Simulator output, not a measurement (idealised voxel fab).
voxel gate over fins: a process module
It is cross-section cut that appears here, measuring 240 nm in width, its square cells being 5 nm in size.
Bands, listed from the top down, are how a cross-section gets written in this document; the cross-section itself is a grid of square cells, and a band is one or more rows of them.
For a band, the entry starts with two heights in nm, that of the top and then that of the bottom, and carries on with the band's materials in order from left to right, each alongside its width in nm; the word "throughout" beside a single material means it fills the band edge to edge, and "empty" means empty space.
Convention: height 0 is the level below which the wafer, as received, is all one material. The lowest band does not terminate at the bottom but continues downward, represented as "0 nm and below".
Width spec "30->40" -> top row of cells at first value, bottom row at second value, equal per-row change in between.
Any step labelled "same as before" changed none of the cells in the cross-section.
The label "Sealed void list" introduces a list of the empty spaces, 8 cells or larger, that have no open way up to the top; each entry in it reads width x height at distance, where the distance is taken from the left edge and all three are stated in nm.
Post-settings text on a step line: simulator's own remark regarding the step.
overlay nm: how far to the right of its planned place the mask lay on this masked step (negative: to the left).

The planned process steps are enumerated hereunder:
1) RECEIVE [material Si]
2) CONFORMAL_DEP [material SiN] [thk nm 10]
3) PATTERN [tone cover] [mask id FINS] [material resist] [width nm 15] [pitch nm 60] [thk nm 20] [overlay nm 0]
4) DIRECTIONAL_ETCH [etch materials SiN] [depth nm 10]
5) DIRECTIONAL_ETCH [etch materials Si] [depth nm 40]
6) STRIP [etch materials resist]
7) OXIDIZE [depth nm 5]
8) FILL_DEP [material SiO2] [thk nm 15]
9) CMP [height nm 10]
10) PATTERN [tone open] [mask id RAIL] [material resist] [width nm 15] [thk nm 15] [overlay nm 0]
11) DIRECTIONAL_ETCH [etch materials SiO2] [depth nm 45]
12) STRIP [etch materials resist]
13) CONFORMAL_DEP [material TiN] [thk nm 5]
14) FILL_DEP [material Ru] [thk nm 10]
15) CMP [height nm 10]
16) SELECTIVE_ETCH [etch materials W Ru TiN] [depth nm 30]
17) FILL_DEP [material SiO2] [thk nm 5]
18) CMP [height nm 10]
19) SELECTIVE_ETCH [etch materials SiO2] [depth nm 20]
20) STRIP [etch materials SiN]
21) CONFORMAL_DEP [material HfO2] [thk nm 5]
22) CONFORMAL_DEP [material TiN] [thk nm 5]
23) CONFORMAL_DEP [material TiAl] [thk nm 5]
24) CONFORMAL_DEP [material TiN] [thk nm 5]
25) FILL_DEP [material W] [thk nm 15]
26) CMP [height nm 30]
27) CONFORMAL_DEP [material SiN] [thk nm 5]

So, the first of our two wafers, run just as we planned it:

Cross-section of the wafer upon arrival, representing the state reached after step 1:
0 nm and below | Si throughout
Sealed void list: none

So this is the wafer cross-section right after step 2:
10 nm to 0 nm | SiN throughout
Below 0, no change.

So this is the wafer cross-section right after step 3:
30 nm to 10 nm | empty 50 nm, resist 15 nm, empty 45 nm, resist 15 nm, empty 45 nm, resist 15 nm, empty 55 nm
Below 10, no change.

So this is the wafer cross-section right after step 4:
30 nm to 10 nm | empty 50 nm, resist 15 nm, empty 45 nm, resist 15 nm, empty 45 nm, resist 15 nm, empty 55 nm
10 nm to 0 nm | empty 50 nm, SiN 15 nm, empty 45 nm, SiN 15 nm, empty 45 nm, SiN 15 nm, empty 55 nm
Below 0, no change.

So this is the wafer cross-section right after step 5:
30 nm to 10 nm | empty 50 nm, resist 15 nm, empty 45 nm, resist 15 nm, empty 45 nm, resist 15 nm, empty 55 nm
10 nm to 0 nm | empty 50 nm, SiN 15 nm, empty 45 nm, SiN 15 nm, empty 45 nm, SiN 15 nm, empty 55 nm
0 nm to -40 nm | empty 50 nm, Si 15 nm, empty 45 nm, Si 15 nm, empty 45 nm, Si 15 nm, empty 55 nm
Below -40, no change.

So this is the wafer cross-section right after step 6:
10 nm to 0 nm | empty 50 nm, SiN 15 nm, empty 45 nm, SiN 15 nm, empty 45 nm, SiN 15 nm, empty 55 nm
Below 0, no change.

So this is the wafer cross-section right after step 7:
10 nm to 0 nm | empty 50 nm, SiN 15 nm, empty 45 nm, SiN 15 nm, empty 45 nm, SiN 15 nm, empty 55 nm
0 nm to -40 nm | empty 50 nm, SiO2 5 nm, Si 5 nm, SiO2 5 nm, empty 45 nm, SiO2 5 nm, Si 5 nm, SiO2 5 nm, empty 45 nm, SiO2 5 nm, Si 5 nm, SiO2 5 nm, empty 55 nm
-40 nm to -45 nm | SiO2 55 nm, Si 5 nm, SiO2 55 nm, Si 5 nm, SiO2 55 nm, Si 5 nm, SiO2 60 nm
Below -45, no change.

So this is the wafer cross-section right after step 8:
25 nm to 10 nm | SiO2 throughout
10 nm to 0 nm | SiO2 50 nm, SiN 15 nm, SiO2 45 nm, SiN 15 nm, SiO2 45 nm, SiN 15 nm, SiO2 55 nm
0 nm to -45 nm | SiO2 55 nm, Si 5 nm, SiO2 55 nm, Si 5 nm, SiO2 55 nm, Si 5 nm, SiO2 60 nm
Below -45, no change.

So this is the wafer cross-section right after step 9:
10 nm to 0 nm | SiO2 50 nm, SiN 15 nm, SiO2 45 nm, SiN 15 nm, SiO2 45 nm, SiN 15 nm, SiO2 55 nm
Below 0, no change.

So this is the wafer cross-section right after step 10:
25 nm to 10 nm | resist 80 nm, empty 15 nm, resist 145 nm
Below 10, no change.

So this is the wafer cross-section right after step 11:
25 nm to 10 nm | resist 80 nm, empty 15 nm, resist 145 nm
10 nm to 0 nm | SiO2 50 nm, SiN 15 nm, SiO2 15 nm, empty 15 nm, SiO2 15 nm, SiN 15 nm, SiO2 45 nm, SiN 15 nm, SiO2 55 nm
0 nm to -35 nm | SiO2 55 nm, Si 5 nm, SiO2 20 nm, empty 15 nm, SiO2 20 nm, Si 5 nm, SiO2 55 nm, Si 5 nm, SiO2 60 nm
Below -35, no change.

So this is the wafer cross-section right after step 12:
10 nm to 0 nm | SiO2 50 nm, SiN 15 nm, SiO2 15 nm, empty 15 nm, SiO2 15 nm, SiN 15 nm, SiO2 45 nm, SiN 15 nm, SiO2 55 nm
Below 0, no change.

So this is the wafer cross-section right after step 13:
15 nm to 10 nm | TiN 85 nm, empty 5 nm, TiN 150 nm
10 nm to 0 nm | SiO2 50 nm, SiN 15 nm, SiO2 15 nm, TiN 5 nm, empty 5 nm, TiN 5 nm, SiO2 15 nm, SiN 15 nm, SiO2 45 nm, SiN 15 nm, SiO2 55 nm
0 nm to -30 nm | SiO2 55 nm, Si 5 nm, SiO2 20 nm, TiN 5 nm, empty 5 nm, TiN 5 nm, SiO2 20 nm, Si 5 nm, SiO2 55 nm, Si 5 nm, SiO2 60 nm
-30 nm to -35 nm | SiO2 55 nm, Si 5 nm, SiO2 20 nm, TiN 15 nm, SiO2 20 nm, Si 5 nm, SiO2 55 nm, Si 5 nm, SiO2 60 nm
Below -35, no change.

So this is the wafer cross-section right after step 14:
25 nm to 15 nm | Ru throughout
15 nm to 10 nm | TiN 85 nm, Ru 5 nm, TiN 150 nm
10 nm to 0 nm | SiO2 50 nm, SiN 15 nm, SiO2 15 nm, TiN 5 nm, Ru 5 nm, TiN 5 nm, SiO2 15 nm, SiN 15 nm, SiO2 45 nm, SiN 15 nm, SiO2 55 nm
0 nm to -30 nm | SiO2 55 nm, Si 5 nm, SiO2 20 nm, TiN 5 nm, Ru 5 nm, TiN 5 nm, SiO2 20 nm, Si 5 nm, SiO2 55 nm, Si 5 nm, SiO2 60 nm
Below -30, no change.

So this is the wafer cross-section right after step 15:
10 nm to 0 nm | SiO2 50 nm, SiN 15 nm, SiO2 15 nm, TiN 5 nm, Ru 5 nm, TiN 5 nm, SiO2 15 nm, SiN 15 nm, SiO2 45 nm, SiN 15 nm, SiO2 55 nm
Below 0, no change.

So this is the wafer cross-section right after step 16:
10 nm to 0 nm | SiO2 50 nm, SiN 15 nm, SiO2 15 nm, empty 15 nm, SiO2 15 nm, SiN 15 nm, SiO2 45 nm, SiN 15 nm, SiO2 55 nm
0 nm to -20 nm | SiO2 55 nm, Si 5 nm, SiO2 20 nm, empty 15 nm, SiO2 20 nm, Si 5 nm, SiO2 55 nm, Si 5 nm, SiO2 60 nm
Below -20, no change.

So this is the wafer cross-section right after step 17:
15 nm to 10 nm | SiO2 throughout
10 nm to 0 nm | SiO2 50 nm, SiN 15 nm, SiO2 45 nm, SiN 15 nm, SiO2 45 nm, SiN 15 nm, SiO2 55 nm
0 nm to -20 nm | SiO2 55 nm, Si 5 nm, SiO2 55 nm, Si 5 nm, SiO2 55 nm, Si 5 nm, SiO2 60 nm
Below -20, no change.

So this is the wafer cross-section right after step 18:
10 nm to 0 nm | SiO2 50 nm, SiN 15 nm, SiO2 45 nm, SiN 15 nm, SiO2 45 nm, SiN 15 nm, SiO2 55 nm
Below 0, no change.

So this is the wafer cross-section right after step 19:
10 nm to 0 nm | empty 50 nm, SiN 15 nm, empty 45 nm, SiN 15 nm, empty 45 nm, SiN 15 nm, empty 55 nm
0 nm to -10 nm | empty 55 nm, Si 5 nm, empty 55 nm, Si 5 nm, empty 55 nm, Si 5 nm, empty 60 nm
Below -10, no change.

So this is the wafer cross-section right after step 20:
0 nm to -10 nm | empty 55 nm, Si 5 nm, empty 55 nm, Si 5 nm, empty 55 nm, Si 5 nm, empty 60 nm
Below -10, no change.

So this is the wafer cross-section right after step 21:
5 nm to 0 nm | empty 50 nm, HfO2 15 nm, empty 45 nm, HfO2 15 nm, empty 45 nm, HfO2 15 nm, empty 55 nm
0 nm to -5 nm | empty 50 nm, HfO2 5 nm, Si 5 nm, HfO2 5 nm, empty 45 nm, HfO2 5 nm, Si 5 nm, HfO2 5 nm, empty 45 nm, HfO2 5 nm, Si 5 nm, HfO2 5 nm, empty 55 nm
-5 nm to -10 nm | HfO2 55 nm, Si 5 nm, HfO2 55 nm, Si 5 nm, HfO2 55 nm, Si 5 nm, HfO2 60 nm
Below -10, no change.

So this is the wafer cross-section right after step 22:
10 nm to 5 nm | empty 45 nm, TiN 25 nm, empty 35 nm, TiN 25 nm, empty 35 nm, TiN 25 nm, empty 50 nm
5 nm to 0 nm | empty 45 nm, TiN 5 nm, HfO2 15 nm, TiN 5 nm, empty 35 nm, TiN 5 nm, HfO2 15 nm, TiN 5 nm, empty 35 nm, TiN 5 nm, HfO2 15 nm, TiN 5 nm, empty 50 nm
0 nm to -5 nm | TiN 50 nm, HfO2 5 nm, Si 5 nm, HfO2 5 nm, TiN 45 nm, HfO2 5 nm, Si 5 nm, HfO2 5 nm, TiN 45 nm, HfO2 5 nm, Si 5 nm, HfO2 5 nm, TiN 55 nm
Below -5, no change.

So this is the wafer cross-section right after step 23:
15 nm to 10 nm | empty 40 nm, TiAl 35 nm, empty 25 nm, TiAl 35 nm, empty 25 nm, TiAl 35 nm, empty 45 nm
10 nm to 5 nm | empty 40 nm, TiAl 5 nm, TiN 25 nm, TiAl 5 nm, empty 25 nm, TiAl 5 nm, TiN 25 nm, TiAl 5 nm, empty 25 nm, TiAl 5 nm, TiN 25 nm, TiAl 5 nm, empty 45 nm
5 nm to 0 nm | TiAl 45 nm, TiN 5 nm, HfO2 15 nm, TiN 5 nm, TiAl 35 nm, TiN 5 nm, HfO2 15 nm, TiN 5 nm, TiAl 35 nm, TiN 5 nm, HfO2 15 nm, TiN 5 nm, TiAl 50 nm
Below 0, no change.

So this is the wafer cross-section right after step 24:
20 nm to 15 nm | empty 35 nm, TiN 45 nm, empty 15 nm, TiN 45 nm, empty 15 nm, TiN 45 nm, empty 40 nm
15 nm to 10 nm | empty 35 nm, TiN 5 nm, TiAl 35 nm, TiN 5 nm, empty 15 nm, TiN 5 nm, TiAl 35 nm, TiN 5 nm, empty 15 nm, TiN 5 nm, TiAl 35 nm, TiN 5 nm, empty 40 nm
10 nm to 5 nm | TiN 40 nm, TiAl 5 nm, TiN 25 nm, TiAl 5 nm, TiN 25 nm, TiAl 5 nm, TiN 25 nm, TiAl 5 nm, TiN 25 nm, TiAl 5 nm, TiN 25 nm, TiAl 5 nm, TiN 45 nm
Below 5, no change.

So this is the wafer cross-section right after step 25:
35 nm to 20 nm | W throughout
20 nm to 15 nm | W 35 nm, TiN 45 nm, W 15 nm, TiN 45 nm, W 15 nm, TiN 45 nm, W 40 nm
15 nm to 10 nm | W 35 nm, TiN 5 nm, TiAl 35 nm, TiN 5 nm, W 15 nm, TiN 5 nm, TiAl 35 nm, TiN 5 nm, W 15 nm, TiN 5 nm, TiAl 35 nm, TiN 5 nm, W 40 nm
Below 10, no change.

So this is the wafer cross-section right after step 26:
30 nm to 20 nm | W throughout
Below 20, no change.

So this is the wafer cross-section right after step 27:
35 nm to 30 nm | SiN throughout
Below 30, no change.

Second wafer, same starting state and plan as the first, one mistake in the run, identical through step 21:

Cross-sectional view of the second wafer at the intended end time of process step 22: same as before

Cross-sectional view of the second wafer at the intended end time of process step 23:
10 nm to 5 nm | empty 45 nm, TiAl 25 nm, empty 35 nm, TiAl 25 nm, empty 35 nm, TiAl 25 nm, empty 50 nm
5 nm to 0 nm | empty 45 nm, TiAl 5 nm, HfO2 15 nm, TiAl 5 nm, empty 35 nm, TiAl 5 nm, HfO2 15 nm, TiAl 5 nm, empty 35 nm, TiAl 5 nm, HfO2 15 nm, TiAl 5 nm, empty 50 nm
0 nm to -5 nm | TiAl 50 nm, HfO2 5 nm, Si 5 nm, HfO2 5 nm, TiAl 45 nm, HfO2 5 nm, Si 5 nm, HfO2 5 nm, TiAl 45 nm, HfO2 5 nm, Si 5 nm, HfO2 5 nm, TiAl 55 nm
Below -5, no change.

Cross-sectional view of the second wafer at the intended end time of process step 24:
15 nm to 10 nm | empty 40 nm, TiN 35 nm, empty 25 nm, TiN 35 nm, empty 25 nm, TiN 35 nm, empty 45 nm
10 nm to 5 nm | empty 40 nm, TiN 5 nm, TiAl 25 nm, TiN 5 nm, empty 25 nm, TiN 5 nm, TiAl 25 nm, TiN 5 nm, empty 25 nm, TiN 5 nm, TiAl 25 nm, TiN 5 nm, empty 45 nm
5 nm to 0 nm | TiN 45 nm, TiAl 5 nm, HfO2 15 nm, TiAl 5 nm, TiN 35 nm, TiAl 5 nm, HfO2 15 nm, TiAl 5 nm, TiN 35 nm, TiAl 5 nm, HfO2 15 nm, TiAl 5 nm, TiN 50 nm
Below 0, no change.

Cross-sectional view of the second wafer at the intended end time of process step 25:
30 nm to 15 nm | W throughout
15 nm to 10 nm | W 40 nm, TiN 35 nm, W 25 nm, TiN 35 nm, W 25 nm, TiN 35 nm, W 45 nm
10 nm to 5 nm | W 40 nm, TiN 5 nm, TiAl 25 nm, TiN 5 nm, W 25 nm, TiN 5 nm, TiAl 25 nm, TiN 5 nm, W 25 nm, TiN 5 nm, TiAl 25 nm, TiN 5 nm, W 45 nm
Below 5, no change.

Cross-sectional view of the second wafer at the intended end time of process step 26: same as before

Cross-sectional view of the second wafer at the intended end time of process step 27:
35 nm to 30 nm | SiN throughout
Below 30, no change.
Diagnosis: plan step 22 never ran because it was skipped
At the finish, the second wafer shows more or fewer cells for some materials than the first does: TiN: 60 fewer; W: 60 more
